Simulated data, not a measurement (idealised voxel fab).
The process module presented herein is designated voxel self aligned contacts.
Section shown: cut. Width: 205 nm. Cell size: 5 nm, square.
Reading order for cross-sections: top band down to bottom band. Underlying form: a grid of square cells. Band size: one or more rows of cells. The entry gives the band's vertical extent as a top height and a bottom height in nm, then its horizontal make-up as materials from left to right, each with a width in nm. "air" stands for empty space; a single material marked "everywhere" fills the band edge to edge. For the purposes of this specification, 0 denotes the height below which the wafer in its as-received condition is composed wholly of one material, and the lowermost band, lacking a lower limit, extends downward without end, as expressed in "0 and below". The two numbers in a width such as "30 to 40" mark its ends across the band: the first belongs to the top row of cells, the second to the bottom row, and from each row to the next the width moves by the same amount. Step note "all unchanged" = no cross-section cell changed. "Closed void catalog" contains a list of empty spaces, each no smaller than 8 cells and without an open way to the top, written in the form width x height at distance with the distance from the left edge and all three in nm. It should be noted that, on the line of a given step, the content following the step's settings is a remark produced by the simulator itself with respect to that step. overlay nm: on a step with a mask, how far right of its planned place the mask lay; negative means left.
These are the steps we planned for the process
1. RECEIVE with material Si
2. CONFORMAL_DEP with material SiO2, thk nm 5
3. DIRECTIONAL_DEP with material polySi, thk nm 30
4. DIRECTIONAL_DEP with material SiN, thk nm 20
5. PATTERN with tone cover, mask id GATE, material resist, width nm 30, pitch nm 60, thk nm 20, overlay nm 0
6. DIRECTIONAL_ETCH with etch materials SiN, depth nm 20
7. DIRECTIONAL_ETCH with etch materials polySi, depth nm 30
8. STRIP with etch materials resist
9. CONFORMAL_DEP with material SiN, thk nm 5
10. DIRECTIONAL_ETCH with etch materials SiN, depth nm 5
11. FILL_DEP with material SiO2, thk nm 15
12. CMP with height nm 60
13. PATTERN with tone open, mask id CONTACT, material resist, width nm 40, thk nm 15, overlay nm 0
14. DIRECTIONAL_ETCH with etch materials SiO2, depth nm 60
15. STRIP with etch materials resist
16. CONFORMAL_DEP with material TiN, thk nm 5
17. FILL_DEP with material W, thk nm 10
18. CMP with height nm 60
19. CONFORMAL_DEP with material SiN, thk nm 5
Run as planned: first of two wafers
As-received wafer cross-section (after step 1)
  0 and below  Si everywhere
  Closed void catalog: none
Wafer section view after processing step 2
  5 down to 0  SiO2 everywhere
  At heights below 0, the structure remains unaltered.
Wafer section view after processing step 3
  35 down to 5  polySi everywhere
  At heights below 5, the structure remains unaltered.
Wafer section view after processing step 4
  55 down to 35  SiN everywhere
  At heights below 35, the structure remains unaltered.
Wafer section view after processing step 5
  75 down to 55  55 of air, 30 of resist, 30 of air, 30 of resist, 60 of air
  At heights below 55, the structure remains unaltered.
Wafer section view after processing step 6
  75 down to 55  55 of air, 30 of resist, 30 of air, 30 of resist, 60 of air
  55 down to 35  55 of air, 30 of SiN, 30 of air, 30 of SiN, 60 of air
  At heights below 35, the structure remains unaltered.
Wafer section view after processing step 7
  75 down to 55  55 of air, 30 of resist, 30 of air, 30 of resist, 60 of air
  55 down to 35  55 of air, 30 of SiN, 30 of air, 30 of SiN, 60 of air
  35 down to 5  55 of air, 30 of polySi, 30 of air, 30 of polySi, 60 of air
  At heights below 5, the structure remains unaltered.
Wafer section view after processing step 8
  55 down to 35  55 of air, 30 of SiN, 30 of air, 30 of SiN, 60 of air
  At heights below 35, the structure remains unaltered.
Wafer section view after processing step 9
  60 down to 35  50 of air, 40 of SiN, 20 of air, 40 of SiN, 55 of air
  35 down to 10  50 of air, 5 of SiN, 30 of polySi, 5 of SiN, 20 of air, 5 of SiN, 30 of polySi, 5 of SiN, 55 of air
  10 down to 5  55 of SiN, 30 of polySi, 30 of SiN, 30 of polySi, 60 of SiN
  At heights below 5, the structure remains unaltered.
Wafer section view after processing step 10
  55 down to 35  50 of air, 40 of SiN, 20 of air, 40 of SiN, 55 of air
  35 down to 5  50 of air, 5 of SiN, 30 of polySi, 5 of SiN, 20 of air, 5 of SiN, 30 of polySi, 5 of SiN, 55 of air
  At heights below 5, the structure remains unaltered.
Wafer section view after processing step 11
  70 down to 55  SiO2 everywhere
  55 down to 35  50 of SiO2, 40 of SiN, 20 of SiO2, 40 of SiN, 55 of SiO2
  35 down to 5  50 of SiO2, 5 of SiN, 30 of polySi, 5 of SiN, 20 of SiO2, 5 of SiN, 30 of polySi, 5 of SiN, 55 of SiO2
  At heights below 5, the structure remains unaltered.
Wafer section view after processing step 12
  60 down to 55  SiO2 everywhere
  At heights below 55, the structure remains unaltered.
Wafer section view after processing step 13
  75 down to 60  80 of resist, 40 of air, 85 of resist
  At heights below 60, the structure remains unaltered.
Wafer section view after processing step 14
  75 down to 60  80 of resist, 40 of air, 85 of resist
  60 down to 55  80 of SiO2, 40 of air, 85 of SiO2
  55 down to 35  50 of SiO2, 40 of SiN, 20 of air, 40 of SiN, 55 of SiO2
  35 down to 5  50 of SiO2, 5 of SiN, 30 of polySi, 5 of SiN, 20 of air, 5 of SiN, 30 of polySi, 5 of SiN, 55 of SiO2
  5 down to 0  90 of SiO2, 20 of air, 95 of SiO2
  At heights below 0, the structure remains unaltered.
Wafer section view after processing step 15
  60 down to 55  80 of SiO2, 40 of air, 85 of SiO2
  At heights below 55, the structure remains unaltered.
Wafer section view after processing step 16
  65 down to 60  85 of TiN, 30 of air, 90 of TiN
  60 down to 55  80 of SiO2, 15 of TiN, 10 of air, 15 of TiN, 85 of SiO2
  55 down to 35  50 of SiO2, 40 of SiN, 5 of TiN, 10 of air, 5 of TiN, 40 of SiN, 55 of SiO2
  35 down to 5  50 of SiO2, 5 of SiN, 30 of polySi, 5 of SiN, 5 of TiN, 10 of air, 5 of TiN, 5 of SiN, 30 of polySi, 5 of SiN, 55 of SiO2
  5 down to 0  90 of SiO2, 20 of TiN, 95 of SiO2
  At heights below 0, the structure remains unaltered.
Wafer section view after processing step 17
  75 down to 65  W everywhere
  65 down to 60  85 of TiN, 30 of W, 90 of TiN
  60 down to 55  80 of SiO2, 15 of TiN, 10 of W, 15 of TiN, 85 of SiO2
  55 down to 35  50 of SiO2, 40 of SiN, 5 of TiN, 10 of W, 5 of TiN, 40 of SiN, 55 of SiO2
  35 down to 5  50 of SiO2, 5 of SiN, 30 of polySi, 5 of SiN, 5 of TiN, 10 of W, 5 of TiN, 5 of SiN, 30 of polySi, 5 of SiN, 55 of SiO2
  At heights below 5, the structure remains unaltered.
Wafer section view after processing step 18
  60 down to 55  80 of SiO2, 15 of TiN, 10 of W, 15 of TiN, 85 of SiO2
  At heights below 55, the structure remains unaltered.
Wafer section view after processing step 19
  65 down to 60  SiN everywhere
  At heights below 60, the structure remains unaltered.
Companion wafer, the second of two: same beginning, same intended sequence, one mistake in carrying it out; through step 2 inclusive it tracks the first exactly
At the planned end of step 3, the second wafer in cross-section
  35 down to 0  SiO2 everywhere
  At heights below 0, the structure remains unaltered.
At the planned end of step 4, the second wafer in cross-section
  55 down to 35  SiN everywhere
  At heights below 35, the structure remains unaltered.
At the planned end of step 5, the second wafer in cross-section
  75 down to 55  55 of air, 30 of resist, 30 of air, 30 of resist, 60 of air
  At heights below 55, the structure remains unaltered.
At the planned end of step 6, the second wafer in cross-section
  75 down to 55  55 of air, 30 of resist, 30 of air, 30 of resist, 60 of air
  55 down to 35  55 of air, 30 of SiN, 30 of air, 30 of SiN, 60 of air
  At heights below 35, the structure remains unaltered.
At the planned end of step 7, the second wafer in cross-section: all unchanged
At the planned end of step 8, the second wafer in cross-section
  55 down to 35  55 of air, 30 of SiN, 30 of air, 30 of SiN, 60 of air
  At heights below 35, the structure remains unaltered.
At the planned end of step 9, the second wafer in cross-section
  60 down to 40  50 of air, 40 of SiN, 20 of air, 40 of SiN, 55 of air
  40 down to 35  SiN everywhere
  At heights below 35, the structure remains unaltered.
At the planned end of step 10, the second wafer in cross-section
  55 down to 35  50 of air, 40 of SiN, 20 of air, 40 of SiN, 55 of air
  At heights below 35, the structure remains unaltered.
At the planned end of step 11, the second wafer in cross-section
  70 down to 55  SiO2 everywhere
  55 down to 35  50 of SiO2, 40 of SiN, 20 of SiO2, 40 of SiN, 55 of SiO2
  At heights below 35, the structure remains unaltered.
At the planned end of step 12, the second wafer in cross-section
  60 down to 55  SiO2 everywhere
  At heights below 55, the structure remains unaltered.
At the planned end of step 13, the second wafer in cross-section
  75 down to 60  80 of resist, 40 of air, 85 of resist
  At heights below 60, the structure remains unaltered.
At the planned end of step 14, the second wafer in cross-section
  75 down to 60  80 of resist, 40 of air, 85 of resist
  60 down to 55  80 of SiO2, 40 of air, 85 of SiO2
  55 down to 35  50 of SiO2, 40 of SiN, 20 of air, 40 of SiN, 55 of SiO2
  35 down to 0  90 of SiO2, 20 of air, 95 of SiO2
  At heights below 0, the structure remains unaltered.
At the planned end of step 15, the second wafer in cross-section
  60 down to 55  80 of SiO2, 40 of air, 85 of SiO2
  At heights below 55, the structure remains unaltered.
At the planned end of step 16, the second wafer in cross-section
  65 down to 60  85 of TiN, 30 of air, 90 of TiN
  60 down to 55  80 of SiO2, 15 of TiN, 10 of air, 15 of TiN, 85 of SiO2
  55 down to 35  50 of SiO2, 40 of SiN, 5 of TiN, 10 of air, 5 of TiN, 40 of SiN, 55 of SiO2
  35 down to 5  90 of SiO2, 5 of TiN, 10 of air, 5 of TiN, 95 of SiO2
  5 down to 0  90 of SiO2, 20 of TiN, 95 of SiO2
  At heights below 0, the structure remains unaltered.
At the planned end of step 17, the second wafer in cross-section
  75 down to 65  W everywhere
  65 down to 60  85 of TiN, 30 of W, 90 of TiN
  60 down to 55  80 of SiO2, 15 of TiN, 10 of W, 15 of TiN, 85 of SiO2
  55 down to 35  50 of SiO2, 40 of SiN, 5 of TiN, 10 of W, 5 of TiN, 40 of SiN, 55 of SiO2
  35 down to 5  90 of SiO2, 5 of TiN, 10 of W, 5 of TiN, 95 of SiO2
  At heights below 5, the structure remains unaltered.
At the planned end of step 18, the second wafer in cross-section
  60 down to 55  80 of SiO2, 15 of TiN, 10 of W, 15 of TiN, 85 of SiO2
  At heights below 55, the structure remains unaltered.
At the planned end of step 19, the second wafer in cross-section
  65 down to 60  SiN everywhere
  At heights below 60, the structure remains unaltered.
Where did the run depart from the plan? in deviation from the planned setting, step 3 was conducted as DIRECTIONAL_DEP with material SiO2, thk nm 30
Upon completion, the second wafer contains, in terms of cells, a greater or smaller amount of certain materials than the first wafer: SiN: 24 fewer | SiO2: 96 more | polySi: 72 fewer
